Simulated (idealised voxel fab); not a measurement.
The process module that follows is named voxel self aligned vias.
We display cut, a cross-section 160 nm in width whose square cells are each 5 nm.
A cross-section is written here as square cells arranged in a grid, and it is given in bands from the top down, each band taking up one or more rows of cells.
Heights first: top, then bottom, in nm. Then materials, left to right, each with a width in nm. "throughout" on a single material: fills the band edge to edge. "blank": empty space.
We count height from 0. Below that, the starting wafer is all one material. The lowest band never ends at the bottom but goes on down; see "0 nm and below" for how that is written.
The notation "30..40" denotes a width that varies across the rows of cells in the band, beginning at the first number in the top row, finishing at the second number in the bottom row, and changing by an identical amount from each row to the next.
Given "no modification" for a step, no cell of the cross-section differs between before and after that step.
Any empty space of 8 cells or more lacking an open way to the top shows up in "Enclosed void list" as width x height at distance, distance from the left edge, in nm.
Formally, on a step line, whatever follows the settings is a remark that the simulator itself makes on the step.
"overlay nm" on a masked step: distance the mask lay right of its planned place, negative for left.
-- These are the steps we planned for the process
- 1: RECEIVE, material Si
- 2: CONFORMAL_DEP, material SiO2, thk nm 10
- 3: CONFORMAL_DEP, material SiCN, thk nm 5
- 4: DIRECTIONAL_DEP, material lowk, thk nm 25
- 5: DIRECTIONAL_DEP, material aC, thk nm 15
- 6: PATTERN, tone open, mask id LINES, material resist, width nm 25, pitch nm 55, thk nm 30, overlay nm 0
- 7: DIRECTIONAL_ETCH, etch materials aC, depth nm 15
- 8: STRIP, etch materials resist
- 9: DIRECTIONAL_ETCH, etch materials lowk, depth nm 25
- 10: STRIP, etch materials aC
- 11: CONFORMAL_DEP, material TiN, thk nm 5
- 12: FILL_DEP, material Ru, thk nm 5
- 13: CMP, height nm 40
- 14: SELECTIVE_ETCH, etch materials W Ru TiN, depth nm 5
- 15: FILL_DEP, material SiN, thk nm 10
- 16: CMP, height nm 40
- 17: DIRECTIONAL_DEP, material lowk, thk nm 15
- 18: PATTERN, tone open, mask id VIAS, material resist, width nm 35, pitch nm 55, thk nm 15, overlay nm -15
- 19: DIRECTIONAL_ETCH, etch materials lowk, depth nm 15
- 20: DIRECTIONAL_ETCH, etch materials SiN, depth nm 5
- 21: STRIP, etch materials resist
- 22: CONFORMAL_DEP, material TiN, thk nm 5
- 23: FILL_DEP, material W, thk nm 10
- 24: CMP, height nm 55
- 25: CONFORMAL_DEP, material SiN, thk nm 5
Wafers differ in overlay nm at step 18; plan lists the first wafer's value; identical starting state.
-- Cut through the first of several wafers as received, post step 1
  0 nm and below: Si throughout
  Enclosed void list: none
-- The rows of the table below are wafers. Looking at the end of the module, a row counts, for every material, the cells the wafer has gained, shown as (+), or lost, shown as (-), since it was received; its closed voids come next
overlay nm -15 | +18 Ru | +32 SiCN | +36 SiN | +64 SiO2 | +48 TiN | +22 W | +164 lowk | Enclosed void list: none
overlay nm -10 | +18 Ru | +32 SiCN | +34 SiN | +64 SiO2 | +48 TiN | +24 W | +164 lowk | Enclosed void list: none
overlay nm -5 | +18 Ru | +32 SiCN | +32 SiN | +64 SiO2 | +48 TiN | +26 W | +164 lowk | Enclosed void list: none
overlay nm 0 | +18 Ru | +32 SiCN | +32 SiN | +64 SiO2 | +48 TiN | +26 W | +164 lowk | Enclosed void list: none
overlay nm 5 | +18 Ru | +32 SiCN | +32 SiN | +64 SiO2 | +48 TiN | +26 W | +164 lowk | Enclosed void list: none
overlay nm 10 | +18 Ru | +32 SiCN | +34 SiN | +64 SiO2 | +48 TiN | +24 W | +164 lowk | Enclosed void list: none
overlay nm 15 | +18 Ru | +32 SiCN | +36 SiN | +64 SiO2 | +48 TiN | +22 W | +164 lowk | Enclosed void list: none
